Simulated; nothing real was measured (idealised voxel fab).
process module | voxel self aligned vias
cross-section cut | 255 nm wide | cells 5 nm
A cross-section is a grid of square cells, given in bands from the top down. A band is one or more rows of cells.
Each band's line starts with the height of the band's top and of its bottom, in nm. Then come its materials from left to right, each with its width in nm. One material with "throughout" fills the band from edge to edge. "air" is empty space.
Height 0 is the level under which the wafer as received is all one material. The lowest band goes on downwards, as in "0 down".
A width such as "30 to 40" changes by the same amount from each row of cells to the next, from the band's top row to its bottom row.
"no change" after a step means that no cell of the cross-section changed.
closed voids: empty space of 8 cells or more with no open way to the top, each as width x height at its distance from the left edge, in nm
after a step's settings: what the simulator itself notes on the step
overlay nm, on a step with a mask: how far to the right of its planned place the mask lay; to the left if negative
plan
1 op RECEIVE | material Si
2 op CONFORMAL_DEP | material SiO2 | thk nm 15
3 op CONFORMAL_DEP | material SiCN | thk nm 5
4 op DIRECTIONAL_DEP | material SiO2 | thk nm 20
5 op PATTERN | tone open | mask id LINES | material resist | width nm 30 | pitch nm 80 | thk nm 20 | overlay nm 0
6 op DIRECTIONAL_ETCH | etch materials SiO2 | depth nm 20
7 op STRIP | etch materials resist
8 op CONFORMAL_DEP | material TiN | thk nm 5
9 op FILL_DEP | material W | thk nm 10
10 op CMP | height nm 40
11 op SELECTIVE_ETCH | etch materials W Ru TiN | depth nm 5
12 op FILL_DEP | material SiN | thk nm 10
13 op CMP | height nm 40
14 op DIRECTIONAL_DEP | material SiO2 | thk nm 20
15 op DIRECTIONAL_DEP | material aC | thk nm 15
16 op PATTERN | tone open | mask id VIAS | material resist | width nm 50 | thk nm 30 | overlay nm 0
17 op DIRECTIONAL_ETCH | etch materials aC | depth nm 15
18 op STRIP | etch materials resist
19 op DIRECTIONAL_ETCH | etch materials SiO2 | depth nm 20
20 op DIRECTIONAL_ETCH | etch materials SiN | depth nm 5
21 op STRIP | etch materials aC
22 op CONFORMAL_DEP | material TiN | thk nm 5
23 op FILL_DEP | material Cu | thk nm 5
24 op CMP | height nm 60
25 op CONFORMAL_DEP | material SiN | thk nm 5
as received, after step 1
  0 down: Si throughout
  closed voids: none
first wafer at the end, as planned
  65 to 60: SiN throughout
  60 to 45: SiO2 60 | TiN 5 | Cu 40 | TiN 5 | SiO2 145
  45 to 40: SiO2 60 | TiN 15 | Cu 20 | TiN 15 | SiO2 145
  40 to 35: SiO2 70 | TiN 30 | SiO2 50 | SiN 30 | SiO2 75
  35 to 25: SiO2 70 | TiN 5 | W 20 | TiN 5 | SiO2 50 | TiN 5 | W 20 | TiN 5 | SiO2 75
  25 to 20: SiO2 70 | TiN 30 | SiO2 50 | TiN 30 | SiO2 75
  20 to 15: SiCN throughout
  15 to 0: SiO2 throughout
  0 down: Si throughout
  closed voids: none
second wafer at the end: like start, like plan, one mistake
  65 to 60: SiN throughout
  60 to 45: SiO2 60 | TiN 5 | Cu 40 | TiN 5 | SiO2 145
  45 to 40: SiO2 60 | TiN 50 | SiO2 145
  40 to 35: SiN 60 | TiN 10 | SiO2 30 | TiN 10 | SiN 40 | SiO2 30 | SiN 75
  35 to 25: W 65 | TiN 5 | SiO2 30 | TiN 5 | W 40 | TiN 5 | SiO2 30 | TiN 5 | W 70
  25 to 20: TiN 70 | SiO2 30 | TiN 50 | SiO2 30 | TiN 75
  20 to 15: SiCN throughout
  15 to 0: SiO2 throughout
  0 down: Si throughout
  closed voids: none
what went wrong: step 5 ran as: op PATTERN | tone cover | mask id LINES | material resist | width nm 30 | pitch nm 80 | thk nm 20 | overlay nm 0
at the end the second wafer has, in cells: 4 fewer of Cu | 29 more of SiN | 108 fewer of SiO2 | 29 more of TiN | 54 more of W
